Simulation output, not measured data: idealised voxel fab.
The document below concerns the process module designated voxel gate over fins.
Displayed cross-section: cut, width of 285 nm, square cells sized 5 nm.
A cross-section is written here as square cells arranged in a grid, and it is given in bands from the top down, each band taking up one or more rows of cells.
Band: top height; bottom height; in nm. Then, left to right: material with width in nm, for each material. "all across": a single material spanning edge to edge. "blank": empty space.
It should be noted that heights are counted from 0, beneath which the wafer as supplied is of one material throughout, and that the lowest band possesses no lower boundary but continues downward, as written in "0 nm and below".
So if you see something like "30->40" for the width, read it as the top row of the band sitting at the first number and the bottom row at the second, with every row in between moving by the same amount as the last.
"no change occurred" means the step left every cell of the cross-section as it was.
Listed in "Enclosed internal cavities": every empty space of 8 or more cells without an open way to the top. Form: width x height at distance, the distance being from the left edge, all in nm.
Text after the settings on a step's line: the simulator's own remark on that step.
A step line may carry the setting "overlay nm", which, for steps involving a mask, states the distance by which the mask lay to the right of its intended position; negative values denote displacement to the left.
The steps planned for the process are as follows:
1 RECEIVE: material Si
2 CONFORMAL_DEP: material SiN, thk nm 10
3 MASKED_ETCH: tone cover, mask id FINS, width nm 15, pitch nm 40, etch materials SiN, depth nm 10, overlay nm 0
4 MASKED_ETCH: tone cover, mask id FINS, width nm 15, pitch nm 40, etch materials Si, depth nm 40, overlay nm 0
5 OXIDIZE: depth nm 5
6 FILL_DEP: material SiO2, thk nm 10
7 CMP: height nm 10
8 SELECTIVE_ETCH: etch materials SiO2, depth nm 25
9 STRIP: etch materials SiN
10 CONFORMAL_DEP: material HfO2, thk nm 5
11 CONFORMAL_DEP: material TiN, thk nm 5
12 FILL_DEP: material W, thk nm 15
13 CMP: height nm 20
14 CONFORMAL_DEP: material SiN, thk nm 5
All wafers enter the flow in the same state. The thk nm at step 11 differs from wafer to wafer, and the plan gives the value for the first wafer.
Cross-section of the first of several received wafers, showing its state after step 1:
    0 nm and below: Si all across
    Enclosed internal cavities: none
Quick look at the cross-section of the first of several wafers after step 14, which wraps up the module:
    25 nm to 20 nm: SiN all across
    20 nm to 10 nm: W all across
    10 nm to 5 nm: W=70 / TiN=25 / W=15 / TiN=25 / W=15 / TiN=25 / W=15 / TiN=25 / W=70
    5 nm to 0 nm: W=70 / TiN=5 / HfO2=15 / TiN=5 / W=15 / TiN=5 / HfO2=15 / TiN=5 / W=15 / TiN=5 / HfO2=15 / TiN=5 / W=15 / TiN=5 / HfO2=15 / TiN=5 / W=70
    0 nm to -5 nm: W=70 / TiN=5 / HfO2=5 / Si=5 / HfO2=5 / TiN=5 / W=15 / TiN=5 / HfO2=5 / Si=5 / HfO2=5 / TiN=5 / W=15 / TiN=5 / HfO2=5 / Si=5 / HfO2=5 / TiN=5 / W=15 / TiN=5 / HfO2=5 / Si=5 / HfO2=5 / TiN=5 / W=70
    -5 nm to -10 nm: TiN=75 / HfO2=5 / Si=5 / HfO2=5 / TiN=25 / HfO2=5 / Si=5 / HfO2=5 / TiN=25 / HfO2=5 / Si=5 / HfO2=5 / TiN=25 / HfO2=5 / Si=5 / HfO2=5 / TiN=75
    -10 nm to -15 nm: HfO2=80 / Si=5 / HfO2=35 / Si=5 / HfO2=35 / Si=5 / HfO2=35 / Si=5 / HfO2=80
    -15 nm to -45 nm: SiO2=80 / Si=5 / SiO2=35 / Si=5 / SiO2=35 / Si=5 / SiO2=35 / Si=5 / SiO2=80
    -45 nm and below: Si all across
    Enclosed internal cavities: none
Showing the last wafer in cross-section at the end of the module:
    25 nm to 20 nm: SiN all across
    20 nm to 10 nm: W=55 / TiN=175 / W=55
    10 nm to 5 nm: TiN all across
    5 nm to 0 nm: TiN=75 / HfO2=15 / TiN=25 / HfO2=15 / TiN=25 / HfO2=15 / TiN=25 / HfO2=15 / TiN=75
    0 nm to -10 nm: TiN=75 / HfO2=5 / Si=5 / HfO2=5 / TiN=25 / HfO2=5 / Si=5 / HfO2=5 / TiN=25 / HfO2=5 / Si=5 / HfO2=5 / TiN=25 / HfO2=5 / Si=5 / HfO2=5 / TiN=75
    -10 nm to -15 nm: HfO2=80 / Si=5 / HfO2=35 / Si=5 / HfO2=35 / Si=5 / HfO2=35 / Si=5 / HfO2=80
    -15 nm to -45 nm: SiO2=80 / Si=5 / SiO2=35 / Si=5 / SiO2=35 / Si=5 / SiO2=35 / Si=5 / SiO2=80
    -45 nm and below: Si all across
    Enclosed internal cavities: none
wafer rows; end of module; cells per material since receipt: (+) gained, (-) lost; then closed voids:
thk nm 5, +81 HfO2, -477 Si, +57 SiN, +318 SiO2, +81 TiN, +225 W, Enclosed internal cavities: none
thk nm 10, +81 HfO2, -477 Si, +57 SiN, +318 SiO2, +162 TiN, +144 W, Enclosed internal cavities: none
thk nm 15, +81 HfO2, -477 Si, +57 SiN, +318 SiO2, +234 TiN, +72 W, Enclosed internal cavities: none
thk nm 20, +81 HfO2, -477 Si, +57 SiN, +318 SiO2, +262 TiN, +44 W, Enclosed internal cavities: none
